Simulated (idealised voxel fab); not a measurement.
This is a process module. Its name is voxel capacitor over wiring.
It is cross-section cut that appears here, measuring 230 nm in width, its square cells being 5 nm in size.
Format of a cross-section: grid, square cells. Given as bands. Order: top down. Band: one or more rows of cells.
The entry gives the band's vertical extent as a top height and a bottom height in nm, then its horizontal make-up as materials from left to right, each with a width in nm. "blank" stands for empty space; a single material marked "full width" fills the band edge to edge.
All heights in this document are referenced to 0, defined as the level beneath which the wafer, as received, consists entirely of one material. The lowest band is not bounded below; it extends indefinitely downward and is written in the form "0..down".
Top row gets the first number, bottom row gets the second, and each row in between changes by the same step: that is how a band width like "30..40" works.
A step reported as "remained unchanged" is a step in which no cell of the cross-section changed.
Reported under the label "Fully enclosed voids" are the empty spaces having no open way to the top and comprising 8 cells or more; the notation for each is width x height at distance, in which the distance is measured from the left edge and all three values are in nm.
Anything after a step's settings on that line? It's the simulator's own note about the step.
"overlay nm", when on a step's line for a step with a mask, measures how far to the right of its planned place the mask lay; a negative measure means to the left.
Structure of the following material. The material consists of pairs of cross-sections. Each pair comprises the cross-section before one process step and the cross-section after that step, the latter shown only down to the lowest band that changed. The step between the cross-sections is specified beneath each pair, including its settings. Pairs are not necessarily consecutive: they may derive from different runs of this module performed on the same starting wafer. Continuity with the pair above is to be assumed only where the entry headed "Pre-process cross-section" of the pair in question states it.

# Pre-process cross-section
    105..90  aC (75), then blank (15), then aC (140)
    90..80  SiO2 (75), then blank (15), then SiO2 (140)
    80..70  SiO2 (65), then TiN (70), then SiO2 (95)
    70..65  SiO2 (65), then SiN (70), then SiO2 (95)
    65..55  SiO2 (55), then TiN (90), then SiO2 (85)
    55..40  lowk (65), then Ru (15), then lowk (150)
    40..35  SiCN (65), then Ru (15), then SiCN (150)
    35..15  SiO2 (50), then TiN (5), then Ru (20), then TiN (5), then SiO2 (65), then TiN (5), then Ru (20), then TiN (5), then SiO2 (55)
    15..10  SiCN (50), then TiN (30), then SiCN (65), then TiN (30), then SiCN (55)
    10..0  SiO2 full width
    0..down  Si full width
    Fully enclosed voids: none

# Cut View, Post-Step
    90..80  SiO2 (75), then blank (15), then SiO2 (140)
    Everything under 80 stays put, no change at all.
    Fully enclosed voids: none
The two cross-sections above bracket this step: STRIP, etch materials aC

Pre-process cross-section: it's just the after picture from the pair right above this one.

# Cut View, Post-Step
    95..90  TiN (80), then blank (5), then TiN (145)
    90..85  SiO2 (75), then TiN (5), then blank (5), then TiN (5), then SiO2 (140)
    85..80  SiO2 (75), then TiN (15), then SiO2 (140)
    Everything under 80 stays put, no change at all.
    Fully enclosed voids: none
The two cross-sections above bracket this step: CONFORMAL_DEP, material TiN, thk nm 5

Pre-process cross-section: it's just the after picture from the pair right above this one.

# Cut View, Post-Step
    100..95  W full width
    95..90  TiN (80), then W (5), then TiN (145)
    90..85  SiO2 (75), then TiN (5), then W (5), then TiN (5), then SiO2 (140)
    Everything under 85 stays put, no change at all.
    Fully enclosed voids: none
The two cross-sections above bracket this step: FILL_DEP, material W, thk nm 5

Pre-process cross-section: it's just the after picture from the pair right above this one.

# Cut View, Post-Step
    90..85  SiO2 (75), then TiN (5), then W (5), then TiN (5), then SiO2 (140)
    Everything under 85 stays put, no change at all.
    Fully enclosed voids: none
The two cross-sections above bracket this step: CMP, height nm 90

Pre-process cross-section: it's just the after picture from the pair right above this one.

# Cut View, Post-Step
    95..90  SiN full width
    Everything under 90 stays put, no change at all.
    Fully enclosed voids: none
The two cross-sections above bracket this step: CONFORMAL_DEP, material SiN, thk nm 5

# Pre-process cross-section
    65..55  aC full width
    55..40  lowk full width
    40..35  SiCN full width
    35..15  SiO2 (50), then TiN (5), then Ru (20), then TiN (5), then SiO2 (65), then TiN (5), then Ru (20), then TiN (5), then SiO2 (55)
    15..10  SiCN (50), then TiN (30), then SiCN (65), then TiN (30), then SiCN (55)
    10..0  SiO2 full width
    0..down  Si full width
    Fully enclosed voids: none

# Cut View, Post-Step
    95..65  resist (60), then blank (15), then resist (155)
    Everything under 65 stays put, no change at all.
    Fully enclosed voids: none
The two cross-sections above bracket this step: PATTERN, tone open, mask id PLUG_1, material resist, width nm 15, thk nm 30, overlay nm -5

Pre-process cross-section: it's just the after picture from the pair right above this one.

# Cut View, Post-Step
    85..65  resist (60), then blank (15), then resist (155)
    65..55  aC (60), then blank (15), then aC (155)
    Everything under 55 stays put, no change at all.
    Fully enclosed voids: none
The two cross-sections above bracket this step: DIRECTIONAL_ETCH, etch materials aC, depth nm 10

Pre-process cross-section: it's just the after picture from the pair right above this one.

# Cut View, Post-Step
    65..55  aC (60), then blank (15), then aC (155)
    Everything under 55 stays put, no change at all.
    Fully enclosed voids: none
The two cross-sections above bracket this step: STRIP, etch materials resist

Pre-process cross-section: it's just the after picture from the pair right above this one.

# Cut View, Post-Step
    65..55  aC (60), then blank (15), then aC (155)
    55..40  lowk (60), then blank (15), then lowk (155)
    Everything under 40 stays put, no change at all.
    Fully enclosed voids: none
The two cross-sections above bracket this step: DIRECTIONAL_ETCH, etch materials lowk, depth nm 15

Pre-process cross-section: it's just the after picture from the pair right above this one.

# Cut View, Post-Step
    65..55  aC (60), then blank (15), then aC (155)
    55..40  lowk (60), then blank (15), then lowk (155)
    40..35  SiCN (60), then blank (15), then SiCN (155)
    Everything under 35 stays put, no change at all.
    Fully enclosed voids: none
The two cross-sections above bracket this step: DIRECTIONAL_ETCH, etch materials SiCN, depth nm 5

Pre-process cross-section: it's just the after picture from the pair right above this one.

# Cut View, Post-Step
    55..40  lowk (60), then blank (15), then lowk (155)
    Everything under 40 stays put, no change at all.
    Fully enclosed voids: none
The two cross-sections above bracket this step: STRIP, etch materials aC

Pre-process cross-section: it's just the after picture from the pair right above this one.

# Cut View, Post-Step
    55..45  lowk (60), then blank (15), then lowk (155)
    45..40  lowk (60), then Ru (15), then lowk (155)
    40..35  SiCN (60), then Ru (15), then SiCN (155)
    Everything under 35 stays put, no change at all.
    Fully enclosed voids: none
The two cross-sections above bracket this step: EPI, material Ru, thk nm 10

Pre-process cross-section: it's just the after picture from the pair right above this one.

# Cut View, Post-Step
    55..40  lowk (60), then Ru (15), then lowk (155)
    Everything under 40 stays put, no change at all.
    Fully enclosed voids: none
The two cross-sections above bracket this step: EPI, material Ru, thk nm 10

Pre-process cross-section: it's just the after picture from the pair right above this one.

# Cut View, Post-Step
    65..55  TiN full width
    Everything under 55 stays put, no change at all.
    Fully enclosed voids: none
The two cross-sections above bracket this step: DIRECTIONAL_DEP, material TiN, thk nm 10

Pre-process cross-section: it's just the after picture from the pair right above this one.

# Cut View, Post-Step
    70..65  SiN full width
    Everything under 65 stays put, no change at all.
    Fully enclosed voids: none
The two cross-sections above bracket this step: DIRECTIONAL_DEP, material SiN, thk nm 5

Pre-process cross-section: it's just the after picture from the pair right above this one.

# Cut View, Post-Step
    80..70  TiN full width
    Everything under 70 stays put, no change at all.
    Fully enclosed voids: none
The two cross-sections above bracket this step: DIRECTIONAL_DEP, material TiN, thk nm 10

Pre-process cross-section: it's just the after picture from the pair right above this one.

# Cut View, Post-Step
    80..70  blank (65), then TiN (70), then blank (95)
    Everything under 70 stays put, no change at all.
    Fully enclosed voids: none
The two cross-sections above bracket this step: MASKED_ETCH, tone cover, mask id UPPER_PLATE, width nm 70, etch materials TiN, depth nm 10, overlay nm 0

Pre-process cross-section: it's just the after picture from the pair right above this one.

# Cut View, Post-Step
    80..70  blank (65), then TiN (70), then blank (95)
    70..65  blank (65), then SiN (70), then blank (95)
    Everything under 65 stays put, no change at all.
    Fully enclosed voids: none
The two cross-sections above bracket this step: MASKED_ETCH, tone cover, mask id UPPER_PLATE, width nm 70, etch materials SiN, depth nm 5, overlay nm 0

Pre-process cross-section: it's just the after picture from the pair right above this one.

# Cut View, Post-Step
    90..80  blank (65), then aC (70), then blank (95)
    80..75  blank (65), then TiN (70), then blank (95)
    75..70  aC (65), then TiN (70), then aC (95)
    70..65  aC (65), then SiN (70), then aC (95)
    Everything under 65 stays put, no change at all.
    Fully enclosed voids: none
The two cross-sections above bracket this step: DIRECTIONAL_DEP, material aC, thk nm 10

Pre-process cross-section: it's just the after picture from the pair right above this one.

# Cut View, Post-Step
    115..90  blank (60), then resist (80), then blank (90)
    90..80  blank (60), then resist (5), then aC (70), then resist (5), then blank (90)
    80..75  blank (60), then resist (5), then TiN (70), then resist (5), then blank (90)
    Everything under 75 stays put, no change at all.
    Fully enclosed voids: none
The two cross-sections above bracket this step: PATTERN, tone cover, mask id LOWER_PLATE, material resist, width nm 80, thk nm 25, overlay nm 0

Pre-process cross-section: it's just the after picture from the pair right above this one.

# Cut View, Post-Step
    105..90  blank (60), then resist (80), then blank (90)
    90..80  blank (60), then resist (5), then aC (70), then resist (5), then blank (90)
    80..75  blank (60), then resist (5), then TiN (70), then resist (5), then blank (90)
    75..70  blank (60), then aC (5), then TiN (70), then aC (5), then blank (90)
    70..65  blank (60), then aC (5), then SiN (70), then aC (5), then blank (90)
    Everything under 65 stays put, no change at all.
    Fully enclosed voids: none
The two cross-sections above bracket this step: DIRECTIONAL_ETCH, etch materials aC, depth nm 10

Pre-process cross-section: it's just the after picture from the pair right above this one.

# Cut View, Post-Step
    90..80  blank (65), then aC (70), then blank (95)
    80..75  blank (65), then TiN (70), then blank (95)
    Everything under 75 stays put, no change at all.
    Fully enclosed voids: none
The two cross-sections above bracket this step: STRIP, etch materials resist

Pre-process cross-section: it's just the after picture from the pair right above this one.

# Cut View, Post-Step
    90..80  blank (65), then aC (70), then blank (95)
    80..75  blank (65), then TiN (70), then blank (95)
    75..70  blank (60), then aC (5), then TiN (70), then aC (5), then blank (90)
    70..65  blank (60), then aC (5), then SiN (70), then aC (5), then blank (90)
    65..55  blank (60), then TiN (80), then blank (90)
    Everything under 55 stays put, no change at all.
    Fully enclosed voids: none
The two cross-sections above bracket this step: DIRECTIONAL_ETCH, etch materials TiN, depth nm 10

Pre-process cross-section: it's just the after picture from the pair right above this one.

# Cut View, Post-Step
    80..70  blank (65), then TiN (70), then blank (95)
    70..65  blank (65), then SiN (70), then blank (95)
    Everything under 65 stays put, no change at all.
    Fully enclosed voids: none
The two cross-sections above bracket this step: STRIP, etch materials aC

Pre-process cross-section: it's just the after picture from the pair right above this one.

# Cut View, Post-Step
    95..80  SiO2 full width
    80..70  SiO2 (65), then TiN (70), then SiO2 (95)
    70..65  SiO2 (65), then SiN (70), then SiO2 (95)
    65..55  SiO2 (60), then TiN (80), then SiO2 (90)
    Everything under 55 stays put, no change at all.
    Fully enclosed voids: none
The two cross-sections above bracket this step: FILL_DEP, material SiO2, thk nm 15

Pre-process cross-section: it's just the after picture from the pair right above this one.

# Cut View, Post-Step
    90..80  SiO2 full width
    Everything under 80 stays put, no change at all.
    Fully enclosed voids: none
The two cross-sections above bracket this step: CMP, height nm 90

Pre-process cross-section: it's just the after picture from the pair right above this one.

# Cut View, Post-Step
    105..90  aC full width
    Everything under 90 stays put, no change at all.
    Fully enclosed voids: none
The two cross-sections above bracket this step: DIRECTIONAL_DEP, material aC, thk nm 15

Pre-process cross-section: it's just the after picture from the pair right above this one.

# Cut View, Post-Step
    140..105  resist (75), then blank (15), then resist (140)
    Everything under 105 stays put, no change at all.
    Fully enclosed voids: none
The two cross-sections above bracket this step: PATTERN, tone open, mask id PLUG_2, material resist, width nm 15, thk nm 35, overlay nm 0

Pre-process cross-section: it's just the after picture from the pair right above this one.

# Cut View, Post-Step
    125..105  resist (75), then blank (15), then resist (140)
    105..90  aC (75), then blank (15), then aC (140)
    Everything under 90 stays put, no change at all.
    Fully enclosed voids: none
The two cross-sections above bracket this step: DIRECTIONAL_ETCH, etch materials aC, depth nm 15

Pre-process cross-section: it's just the after picture from the pair right above this one.

# Cut View, Post-Step
    105..90  aC (75), then blank (15), then aC (140)
    Everything under 90 stays put, no change at all.
    Fully enclosed voids: none
The two cross-sections above bracket this step: STRIP, etch materials resist

Pre-process cross-section: it's just the after picture from the pair right above this one.

# Cut View, Post-Step
    105..90  aC (75), then blank (15), then aC (140)
    90..80  SiO2 (75), then blank (15), then SiO2 (140)
    Everything under 80 stays put, no change at all.
    Fully enclosed voids: none
The two cross-sections above bracket this step: DIRECTIONAL_ETCH, etch materials SiO2, depth nm 10

Pre-process cross-section: it's just the after picture from the pair right above this one.

# Cut View, Post-Step
    90..80  SiO2 (75), then blank (15), then SiO2 (140)
    Everything under 80 stays put, no change at all.
    Fully enclosed voids: none
The two cross-sections above bracket this step: STRIP, etch materials aC

Pre-process cross-section: it's just the after picture from the pair right above this one.

# Cut View, Post-Step
    95..90  TiN (80), then blank (5), then TiN (145)
    90..85  SiO2 (75), then TiN (5), then blank (5), then TiN (5), then SiO2 (140)
    85..80  SiO2 (75), then TiN (15), then SiO2 (140)
    Everything under 80 stays put, no change at all.
    Fully enclosed voids: none
The two cross-sections above bracket this step: CONFORMAL_DEP, material TiN, thk nm 5

Pre-process cross-section: it's just the after picture from the pair right above this one.

# Cut View, Post-Step
    100..95  W full width
    95..90  TiN (80), then W (5), then TiN (145)
    90..85  SiO2 (75), then TiN (5), then W (5), then TiN (5), then SiO2 (140)
    Everything under 85 stays put, no change at all.
    Fully enclosed voids: none
The two cross-sections above bracket this step: FILL_DEP, material W, thk nm 5

Pre-process cross-section: it's just the after picture from the pair right above this one.

# Cut View, Post-Step
    90..85  SiO2 (75), then TiN (5), then W (5), then TiN (5), then SiO2 (140)
    Everything under 85 stays put, no change at all.
    Fully enclosed voids: none
The two cross-sections above bracket this step: CMP, height nm 90

Pre-process cross-section: it's just the after picture from the pair right above this one.

# Cut View, Post-Step
    95..90  SiN full width
    Everything under 90 stays put, no change at all.
    Fully enclosed voids: none
The two cross-sections above bracket this step: CONFORMAL_DEP, material SiN, thk nm 5

# Pre-process cross-section
    10..0  SiO2 full width
    0..down  Si full width
    Fully enclosed voids: none

# Cut View, Post-Step
    15..0  SiO2 full width
    Everything under 0 stays put, no change at all.
    Fully enclosed voids: none
The two cross-sections above bracket this step: CONFORMAL_DEP, material SiO2, thk nm 5

Pre-process cross-section: it's just the after picture from the pair right above this one.

# Cut View, Post-Step
    35..0  SiO2 full width
    Everything under 0 stays put, no change at all.
    Fully enclosed voids: none
The two cross-sections above bracket this step: DIRECTIONAL_DEP, material SiO2, thk nm 20

Pre-process cross-section: it's just the after picture from the pair right above this one.

# Cut View, Post-Step
    50..35  aC full width
    Everything under 35 stays put, no change at all.
    Fully enclosed voids: none
The two cross-sections above bracket this step: DIRECTIONAL_DEP, material aC, thk nm 15

Pre-process cross-section: it's just the after picture from the pair right above this one.

# Cut View, Post-Step
    85..50  resist (50), then blank (30), then resist (65), then blank (30), then resist (55)
    Everything under 50 stays put, no change at all.
    Fully enclosed voids: none
The two cross-sections above bracket this step: PATTERN, tone open, mask id METAL_1, material resist, width nm 30, pitch nm 95, thk nm 35, overlay nm 0

Pre-process cross-section: it's just the after picture from the pair right above this one.

# Cut View, Post-Step
    70..50  resist (50), then blank (30), then resist (65), then blank (30), then resist (55)
    50..35  aC (50), then blank (30), then aC (65), then blank (30), then aC (55)
    Everything under 35 stays put, no change at all.
    Fully enclosed voids: none
The two cross-sections above bracket this step: DIRECTIONAL_ETCH, etch materials aC, depth nm 15

Pre-process cross-section: it's just the after picture from the pair right above this one.

# Cut View, Post-Step
    50..35  aC (50), then blank (30), then aC (65), then blank (30), then aC (55)
    Everything under 35 stays put, no change at all.
    Fully enclosed voids: none
The two cross-sections above bracket this step: STRIP, etch materials resist

Pre-process cross-section: it's just the after picture from the pair right above this one.

# Cut View, Post-Step
    50..35  aC (50), then blank (30), then aC (65), then blank (30), then aC (55)
    35..15  SiO2 (50), then blank (30), then SiO2 (65), then blank (30), then SiO2 (55)
    Everything under 15 stays put, no change at all.
    Fully enclosed voids: none
The two cross-sections above bracket this step: DIRECTIONAL_ETCH, etch materials SiO2, depth nm 20

Pre-process cross-section: it's just the after picture from the pair right above this one.

# Cut View, Post-Step
    35..15  SiO2 (50), then blank (30), then SiO2 (65), then blank (30), then SiO2 (55)
    Everything under 15 stays put, no change at all.
    Fully enclosed voids: none
The two cross-sections above bracket this step: STRIP, etch materials aC

Pre-process cross-section: it's just the after picture from the pair right above this one.

# Cut View, Post-Step
    40..35  TiN (55), then blank (20), then TiN (75), then blank (20), then TiN (60)
    35..20  SiO2 (50), then TiN (5), then blank (20), then TiN (5), then SiO2 (65), then TiN (5), then blank (20), then TiN (5), then SiO2 (55)
    20..15  SiO2 (50), then TiN (30), then SiO2 (65), then TiN (30), then SiO2 (55)
    Everything under 15 stays put, no change at all.
    Fully enclosed voids: none
The two cross-sections above bracket this step: CONFORMAL_DEP, material TiN, thk nm 5

Pre-process cross-section: it's just the after picture from the pair right above this one.

# Cut View, Post-Step
    45..40  Ru full width
    40..35  TiN (55), then Ru (20), then TiN (75), then Ru (20), then TiN (60)
    35..20  SiO2 (50), then TiN (5), then Ru (20), then TiN (5), then SiO2 (65), then TiN (5), then Ru (20), then TiN (5), then SiO2 (55)
    Everything under 20 stays put, no change at all.
    Fully enclosed voids: none
The two cross-sections above bracket this step: FILL_DEP, material Ru, thk nm 5

Pre-process cross-section: it's just the after picture from the pair right above this one.

# Cut View, Post-Step
    35..20  SiO2 (50), then TiN (5), then Ru (20), then TiN (5), then SiO2 (65), then TiN (5), then Ru (20), then TiN (5), then SiO2 (55)
    Everything under 20 stays put, no change at all.
    Fully enclosed voids: none
The two cross-sections above bracket this step: CMP, height nm 35

Pre-process cross-section: it's just the after picture from the pair right above this one.

# Cut View, Post-Step
    40..35  SiCN full width
    Everything under 35 stays put, no change at all.
    Fully enclosed voids: none
The two cross-sections above bracket this step: CONFORMAL_DEP, material SiCN, thk nm 5

Pre-process cross-section: it's just the after picture from the pair right above this one.

# Cut View, Post-Step
    55..40  lowk full width
    Everything under 40 stays put, no change at all.
    Fully enclosed voids: none
The two cross-sections above bracket this step: DIRECTIONAL_DEP, material lowk, thk nm 15

Pre-process cross-section: it's just the after picture from the pair right above this one.

# Cut View, Post-Step
    65..55  aC full width
    Everything under 55 stays put, no change at all.
    Fully enclosed voids: none
The two cross-sections above bracket this step: DIRECTIONAL_DEP, material aC, thk nm 10

Pre-process cross-section: it's just the after picture from the pair right above this one.

# Cut View, Post-Step
    95..65  resist (65), then blank (15), then resist (150)
    Everything under 65 stays put, no change at all.
    Fully enclosed voids: none
The two cross-sections above bracket this step: PATTERN, tone open, mask id PLUG_1, material resist, width nm 15, thk nm 30, overlay nm 0

Pre-process cross-section: it's just the after picture from the pair right above this one.

# Cut View, Post-Step
    85..65  resist (65), then blank (15), then resist (150)
    65..55  aC (65), then blank (15), then aC (150)
    Everything under 55 stays put, no change at all.
    Fully enclosed voids: none
The two cross-sections above bracket this step: DIRECTIONAL_ETCH, etch materials aC, depth nm 10

Pre-process cross-section: it's just the after picture from the pair right above this one.

# Cut View, Post-Step
    65..55  aC (65), then blank (15), then aC (150)
    Everything under 55 stays put, no change at all.
    Fully enclosed voids: none
The two cross-sections above bracket this step: STRIP, etch materials resist

Pre-process cross-section: it's just the after picture from the pair right above this one.

# Cut View, Post-Step
    65..55  aC (65), then blank (15), then aC (150)
    55..40  lowk (65), then blank (15), then lowk (150)
    Everything under 40 stays put, no change at all.
    Fully enclosed voids: none
The two cross-sections above bracket this step: DIRECTIONAL_ETCH, etch materials lowk, depth nm 15

Pre-process cross-section: it's just the after picture from the pair right above this one.

# Cut View, Post-Step
    65..55  aC (65), then blank (15), then aC (150)
    55..40  lowk (65), then blank (15), then lowk (150)
    40..35  SiCN (65), then blank (15), then SiCN (150)
    Everything under 35 stays put, no change at all.
    Fully enclosed voids: none
The two cross-sections above bracket this step: DIRECTIONAL_ETCH, etch materials SiCN, depth nm 5

Pre-process cross-section: it's just the after picture from the pair right above this one.

# Cut View, Post-Step
    55..40  lowk (65), then blank (15), then lowk (150)
    Everything under 40 stays put, no change at all.
    Fully enclosed voids: none
The two cross-sections above bracket this step: STRIP, etch materials aC

Pre-process cross-section: it's just the after picture from the pair right above this one.

# Cut View, Post-Step
    55..45  lowk (65), then blank (15), then lowk (150)
    45..40  lowk (65), then Ru (15), then lowk (150)
    40..35  SiCN (65), then Ru (15), then SiCN (150)
    Everything under 35 stays put, no change at all.
    Fully enclosed voids: none
The two cross-sections above bracket this step: EPI, material Ru, thk nm 10

Pre-process cross-section: it's just the after picture from the pair right above this one.

# Cut View, Post-Step
    55..40  lowk (65), then Ru (15), then lowk (150)
    Everything under 40 stays put, no change at all.
    Fully enclosed voids: none
The two cross-sections above bracket this step: EPI, material Ru, thk nm 10

Pre-process cross-section: it's just the after picture from the pair right above this one.

# Cut View, Post-Step
    65..55  TiN full width
    Everything under 55 stays put, no change at all.
    Fully enclosed voids: none
The two cross-sections above bracket this step: DIRECTIONAL_DEP, material TiN, thk nm 10

Pre-process cross-section: it's just the after picture from the pair right above this one.

# Cut View, Post-Step
    70..65  SiN full width
    Everything under 65 stays put, no change at all.
    Fully enclosed voids: none
The two cross-sections above bracket this step: DIRECTIONAL_DEP, material SiN, thk nm 5

Pre-process cross-section: it's just the after picture from the pair right above this one.

# Cut View, Post-Step
    80..70  TiN full width
    Everything under 70 stays put, no change at all.
    Fully enclosed voids: none
The two cross-sections above bracket this step: DIRECTIONAL_DEP, material TiN, thk nm 10

Pre-process cross-section: it's just the after picture from the pair right above this one.

# Cut View, Post-Step
    80..70  blank (65), then TiN (70), then blank (95)
    Everything under 70 stays put, no change at all.
    Fully enclosed voids: none
The two cross-sections above bracket this step: MASKED_ETCH, tone cover, mask id UPPER_PLATE, width nm 70, etch materials TiN, depth nm 10, overlay nm 0

Pre-process cross-section: it's just the after picture from the pair right above this one.

# Cut View, Post-Step
    80..70  blank (65), then TiN (70), then blank (95)
    70..65  blank (65), then SiN (70), then blank (95)
    Everything under 65 stays put, no change at all.
    Fully enclosed voids: none
The two cross-sections above bracket this step: MASKED_ETCH, tone cover, mask id UPPER_PLATE, width nm 70, etch materials SiN, depth nm 5, overlay nm 0

Pre-process cross-section: it's just the after picture from the pair right above this one.

# Cut View, Post-Step
    90..80  blank (65), then aC (70), then blank (95)
    80..75  blank (65), then TiN (70), then blank (95)
    75..70  aC (65), then TiN (70), then aC (95)
    70..65  aC (65), then SiN (70), then aC (95)
    Everything under 65 stays put, no change at all.
    Fully enclosed voids: none
The two cross-sections above bracket this step: DIRECTIONAL_DEP, material aC, thk nm 10

Pre-process cross-section: it's just the after picture from the pair right above this one.

# Cut View, Post-Step
    115..90  blank (60), then resist (80), then blank (90)
    90..80  blank (60), then resist (5), then aC (70), then resist (5), then blank (90)
    80..75  blank (60), then resist (5), then TiN (70), then resist (5), then blank (90)
    Everything under 75 stays put, no change at all.
    Fully enclosed voids: none
The two cross-sections above bracket this step: PATTERN, tone cover, mask id LOWER_PLATE, material resist, width nm 80, thk nm 25, overlay nm 0

Pre-process cross-section: it's just the after picture from the pair right above this one.

# Cut View, Post-Step
    105..90  blank (60), then resist (80), then blank (90)
    90..80  blank (60), then resist (5), then aC (70), then resist (5), then blank (90)
    80..75  blank (60), then resist (5), then TiN (70), then resist (5), then blank (90)
    75..70  blank (60), then aC (5), then TiN (70), then aC (5), then blank (90)
    70..65  blank (60), then aC (5), then SiN (70), then aC (5), then blank (90)
    Everything under 65 stays put, no change at all.
    Fully enclosed voids: none
The two cross-sections above bracket this step: DIRECTIONAL_ETCH, etch materials aC, depth nm 10

Pre-process cross-section: it's just the after picture from the pair right above this one.

# Cut View, Post-Step
    90..80  blank (65), then aC (70), then blank (95)
    80..75  blank (65), then TiN (70), then blank (95)
    Everything under 75 stays put, no change at all.
    Fully enclosed voids: none
The two cross-sections above bracket this step: STRIP, etch materials resist

Pre-process cross-section: it's just the after picture from the pair right above this one.

# Cut View, Post-Step
    90..80  blank (65), then aC (70), then blank (95)
    80..75  blank (65), then TiN (70), then blank (95)
    75..70  blank (60), then aC (5), then TiN (70), then aC (5), then blank (90)
    70..65  blank (60), then aC (5), then SiN (70), then aC (5), then blank (90)
    65..55  blank (60), then TiN (80), then blank (90)
    Everything under 55 stays put, no change at all.
    Fully enclosed voids: none
The two cross-sections above bracket this step: DIRECTIONAL_ETCH, etch materials TiN, depth nm 10

Pre-process cross-section: it's just the after picture from the pair right above this one.

# Cut View, Post-Step
    80..70  blank (65), then TiN (70), then blank (95)
    70..65  blank (65), then SiN (70), then blank (95)
    Everything under 65 stays put, no change at all.
    Fully enclosed voids: none
The two cross-sections above bracket this step: STRIP, etch materials aC

Pre-process cross-section: it's just the after picture from the pair right above this one.

# Cut View, Post-Step
    95..80  SiO2 full width
    80..70  SiO2 (65), then TiN (70), then SiO2 (95)
    70..65  SiO2 (65), then SiN (70), then SiO2 (95)
    65..55  SiO2 (60), then TiN (80), then SiO2 (90)
    Everything under 55 stays put, no change at all.
    Fully enclosed voids: none
The two cross-sections above bracket this step: FILL_DEP, material SiO2, thk nm 15

Pre-process cross-section: it's just the after picture from the pair right above this one.

# Cut View, Post-Step
    90..80  SiO2 full width
    Everything under 80 stays put, no change at all.
    Fully enclosed voids: none
The two cross-sections above bracket this step: CMP, height nm 90

Pre-process cross-section: it's just the after picture from the pair right above this one.

# Cut View, Post-Step
    105..90  aC full width
    Everything under 90 stays put, no change at all.
    Fully enclosed voids: none
The two cross-sections above bracket this step: DIRECTIONAL_DEP, material aC, thk nm 15

Pre-process cross-section: it's just the after picture from the pair right above this one.

# Cut View, Post-Step
    140..105  resist (75), then blank (15), then resist (140)
    Everything under 105 stays put, no change at all.
    Fully enclosed voids: none
The two cross-sections above bracket this step: PATTERN, tone open, mask id PLUG_2, material resist, width nm 15, thk nm 35, overlay nm 0

Pre-process cross-section: it's just the after picture from the pair right above this one.

# Cut View, Post-Step
    125..105  resist (75), then blank (15), then resist (140)
    105..90  aC (75), then blank (15), then aC (140)
    Everything under 90 stays put, no change at all.
    Fully enclosed voids: none
The two cross-sections above bracket this step: DIRECTIONAL_ETCH, etch materials aC, depth nm 15

Pre-process cross-section: it's just the after picture from the pair right above this one.

# Cut View, Post-Step
    105..90  aC (75), then blank (15), then aC (140)
    Everything under 90 stays put, no change at all.
    Fully enclosed voids: none
The two cross-sections above bracket this step: STRIP, etch materials resist

Pre-process cross-section: it's just the after picture from the pair right above this one.

# Cut View, Post-Step
    105..90  aC (75), then blank (15), then aC (140)
    90..80  SiO2 (75), then blank (15), then SiO2 (140)
    Everything under 80 stays put, no change at all.
    Fully enclosed voids: none
The two cross-sections above bracket this step: DIRECTIONAL_ETCH, etch materials SiO2, depth nm 10

Pre-process cross-section: it's just the after picture from the pair right above this one.

# Cut View, Post-Step
    90..80  SiO2 (75), then blank (15), then SiO2 (140)
    Everything under 80 stays put, no change at all.
    Fully enclosed voids: none
The two cross-sections above bracket this step: STRIP, etch materials aC

Pre-process cross-section: it's just the after picture from the pair right above this one.

# Cut View, Post-Step
    95..90  TiN (80), then blank (5), then TiN (145)
    90..85  SiO2 (75), then TiN (5), then blank (5), then TiN (5), then SiO2 (140)
    85..80  SiO2 (75), then TiN (15), then SiO2 (140)
    Everything under 80 stays put, no change at all.
    Fully enclosed voids: none
The two cross-sections above bracket this step: CONFORMAL_DEP, material TiN, thk nm 5

Pre-process cross-section: it's just the after picture from the pair right above this one.

# Cut View, Post-Step
    100..95  W full width
    95..90  TiN (80), then W (5), then TiN (145)
    90..85  SiO2 (75), then TiN (5), then W (5), then TiN (5), then SiO2 (140)
    Everything under 85 stays put, no change at all.
    Fully enclosed voids: none
The two cross-sections above bracket this step: FILL_DEP, material W, thk nm 5

Pre-process cross-section: it's just the after picture from the pair right above this one.

# Cut View, Post-Step
    90..85  SiO2 (75), then TiN (5), then W (5), then TiN (5), then SiO2 (140)
    Everything under 85 stays put, no change at all.
    Fully enclosed voids: none
The two cross-sections above bracket this step: CMP, height nm 90

Pre-process cross-section: it's just the after picture from the pair right above this one.

# Cut View, Post-Step
    95..90  SiN full width
    Everything under 90 stays put, no change at all.
    Fully enclosed voids: none
The two cross-sections above bracket this step: CONFORMAL_DEP, material SiN, thk nm 5

# Pre-process cross-section
    65..55  aC full width
    55..40  lowk full width
    40..35  SiCN full width
    35..15  SiO2 (50), then TiN (5), then Ru (20), then TiN (5), then SiO2 (65), then TiN (5), then Ru (20), then TiN (5), then SiO2 (55)
    15..10  SiCN (50), then TiN (30), then SiCN (65), then TiN (30), then SiCN (55)
    10..0  SiO2 full width
    0..down  Si full width
    Fully enclosed voids: none

# Cut View, Post-Step
    95..65  blank (65), then resist (15), then blank (150)
    Everything under 65 stays put, no change at all.
    Fully enclosed voids: none
The two cross-sections above bracket this step: PATTERN, tone cover, mask id PLUG_1, material resist, width nm 15, thk nm 30, overlay nm 0

Pre-process cross-section: it's just the after picture from the pair right above this one.

# Cut View, Post-Step
    85..65  blank (65), then resist (15), then blank (150)
    65..55  blank (65), then aC (15), then blank (150)
    Everything under 55 stays put, no change at all.
    Fully enclosed voids: none
The two cross-sections above bracket this step: DIRECTIONAL_ETCH, etch materials aC, depth nm 10

Pre-process cross-section: it's just the after picture from the pair right above this one.

# Cut View, Post-Step
    65..55  blank (65), then aC (15), then blank (150)
    Everything under 55 stays put, no change at all.
    Fully enclosed voids: none
The two cross-sections above bracket this step: STRIP, etch materials resist

Pre-process cross-section: it's just the after picture from the pair right above this one.

# Cut View, Post-Step
    65..55  blank (65), then aC (15), then blank (150)
    55..40  blank (65), then lowk (15), then blank (150)
    Everything under 40 stays put, no change at all.
    Fully enclosed voids: none
The two cross-sections above bracket this step: DIRECTIONAL_ETCH, etch materials lowk, depth nm 15

Pre-process cross-section: it's just the after picture from the pair right above this one.

# Cut View, Post-Step
    65..55  blank (65), then aC (15), then blank (150)
    55..40  blank (65), then lowk (15), then blank (150)
    40..35  blank (65), then SiCN (15), then blank (150)
    Everything under 35 stays put, no change at all.
    Fully enclosed voids: none
The two cross-sections above bracket this step: DIRECTIONAL_ETCH, etch materials SiCN, depth nm 5

Pre-process cross-section: it's just the after picture from the pair right above this one.

# Cut View, Post-Step
    55..40  blank (65), then lowk (15), then blank (150)
    Everything under 40 stays put, no change at all.
    Fully enclosed voids: none
The two cross-sections above bracket this step: STRIP, etch materials aC
